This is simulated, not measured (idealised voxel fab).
Module name: voxel gate over fins (process module)
Cross-section cut: width 210 nm, square cells of 5 nm.
Heads up, the way a cross-section reads in here is a grid of square cells, handed over as bands from the top down, with every band being one or more rows of cells. This entry defines a band. It first specifies the height of the band's top and the height of its bottom in nm, and then specifies the band's materials from left to right, stating each material with its width in nm. The word "all across" identifies a single material that fills the band from edge to edge, while the word "empty" identifies empty space. Ref level 0: as-received wafer is one material below here. Bottom band extends down with no lower bound ("top 0, no bottom"). When a width is written as two numbers, as in "30->40", the first number is the width in the top row of cells of the band and the second is the width in its bottom row, and the width changes by the same amount from each row to the next. "no alteration", as given for a step, is the statement that not any cell of the cross-section underwent a change during that step. Reported under the label "Enclosed internal voids" are the empty spaces having no open way to the top and comprising 8 cells or more; the notation for each is width x height at distance, in which the distance is measured from the left edge and all three values are in nm. Note: text after step settings on the step line = simulator remark on that step. overlay nm: step with mask; distance mask lay right of planned place; negative value = left of planned place.
STEPS PLANNED FOR THE PROCESS
- 1: RECEIVE, material Si
- 2: CONFORMAL_DEP, material SiN, thk nm 5
- 3: DIRECTIONAL_DEP, material aC, thk nm 10
- 4: PATTERN, tone cover, mask id FINS, material resist, width nm 15, pitch nm 60, thk nm 25, overlay nm 0
- 5: DIRECTIONAL_ETCH, etch materials aC, depth nm 10
- 6: STRIP, etch materials resist
- 7: DIRECTIONAL_ETCH, etch materials SiN, depth nm 5
- 8: DIRECTIONAL_ETCH, etch materials Si, depth nm 35
- 9: STRIP, etch materials aC
- 10: FILL_DEP, material SiO2, thk nm 5
- 11: CMP, height nm 5
- 12: DIRECTIONAL_DEP, material aC, thk nm 10
- 13: PATTERN, tone open, mask id RAIL, material resist, width nm 15, thk nm 25, overlay nm 0
- 14: DIRECTIONAL_ETCH, etch materials aC, depth nm 10
- 15: STRIP, etch materials resist
- 16: DIRECTIONAL_ETCH, etch materials SiO2, depth nm 35
- 17: STRIP, etch materials aC
- 18: CONFORMAL_DEP, material TiN, thk nm 5
- 19: FILL_DEP, material Ru, thk nm 5
- 20: CMP, height nm 5
- 21: SELECTIVE_ETCH, etch materials W Ru TiN, depth nm 20
- 22: FILL_DEP, material SiO2, thk nm 5
- 23: CMP, height nm 5
- 24: SELECTIVE_ETCH, etch materials SiO2, depth nm 15
- 25: STRIP, etch materials SiN
- 26: CONFORMAL_DEP, material HfO2, thk nm 5
- 27: CONFORMAL_DEP, material TiN, thk nm 5
- 28: FILL_DEP, material W, thk nm 10
- 29: CMP, height nm 15
- 30: CONFORMAL_DEP, material SiN, thk nm 10
THIS IS THE CROSS-SECTION OF THE WAFER AS WE RECEIVED IT, I.E. AFTER STEP 1
> top 0, no bottom | Si all across
> Enclosed internal voids: none
CROSS-SECTION TAKEN AT MODULE COMPLETION ON THE FIRST OF TWO WAFERS; PROCESSED PER THE PLAN
> top 25, bottom 15 | SiN all across
> top 15, bottom 10 | W all across
> top 10, bottom 5 | 55 of W / 35 of TiN / 25 of W / 35 of TiN / 60 of W
> top 5, bottom 0 | 55 of W / 5 of TiN / 25 of HfO2 / 5 of TiN / 25 of W / 5 of TiN / 25 of HfO2 / 5 of TiN / 60 of W
> top 0, bottom -5 | 60 of TiN / 5 of HfO2 / 15 of Si / 5 of HfO2 / 35 of TiN / 5 of HfO2 / 15 of Si / 5 of HfO2 / 65 of TiN
> top -5, bottom -10 | 65 of HfO2 / 15 of Si / 45 of HfO2 / 15 of Si / 70 of HfO2
> top -10, bottom -15 | 65 of SiO2 / 15 of Si / 45 of SiO2 / 15 of Si / 70 of SiO2
> top -15, bottom -25 | 65 of SiO2 / 15 of Si / 15 of SiO2 / 5 of TiN / 5 of Ru / 5 of TiN / 15 of SiO2 / 15 of Si / 70 of SiO2
> top -25, bottom -30 | 65 of SiO2 / 15 of Si / 15 of SiO2 / 15 of TiN / 15 of SiO2 / 15 of Si / 70 of SiO2
> top -30, bottom -35 | 65 of SiO2 / 15 of Si / 45 of SiO2 / 15 of Si / 70 of SiO2
> top -35, no bottom | Si all across
> Enclosed internal voids: none
CROSS-SECTION OF THE LATTER OF THE TWO WAFERS AT MODULE COMPLETION. IT HAD AN IDENTICAL START AND AN IDENTICAL PLAN TO THE FORMER; IN RUNNING IT, ONE MISTAKE WAS MADE
> top 25, bottom 15 | SiN all across
> top 15, bottom 10 | W all across
> top 10, bottom 5 | 55 of W / 35 of TiN / 25 of W / 35 of TiN / 60 of W
> top 5, bottom 0 | 55 of W / 5 of TiN / 25 of HfO2 / 5 of TiN / 25 of W / 5 of TiN / 25 of HfO2 / 5 of TiN / 60 of W
> top 0, bottom -5 | 60 of TiN / 5 of HfO2 / 15 of Si / 5 of HfO2 / 35 of TiN / 5 of HfO2 / 15 of Si / 5 of HfO2 / 65 of TiN
> top -5, bottom -10 | 55 of HfO2 / 5 of TiN / 5 of HfO2 / 15 of Si / 5 of HfO2 / 5 of TiN / 25 of HfO2 / 5 of TiN / 5 of HfO2 / 15 of Si / 5 of HfO2 / 5 of TiN / 60 of HfO2
> top -10, bottom -15 | 50 of SiO2 / 15 of HfO2 / 15 of Si / 15 of HfO2 / 15 of SiO2 / 15 of HfO2 / 15 of Si / 15 of HfO2 / 55 of SiO2
> top -15, bottom -25 | 65 of SiO2 / 15 of Si / 15 of SiO2 / 5 of TiN / 5 of Ru / 5 of TiN / 15 of SiO2 / 15 of Si / 70 of SiO2
> top -25, bottom -30 | 65 of SiO2 / 15 of Si / 15 of SiO2 / 15 of TiN / 15 of SiO2 / 15 of Si / 70 of SiO2
> top -30, bottom -35 | 65 of SiO2 / 15 of Si / 45 of SiO2 / 15 of Si / 70 of SiO2
> top -35, no bottom | Si all across
> Enclosed internal voids: none
The mistake made against the process plan was this: the processing plan was not followed for steps 24 and 25, which were run with their positions exchanged
Cell-count delta at end, second wafer over first, by material: HfO2 +8 | SiO2 -12 | TiN +4
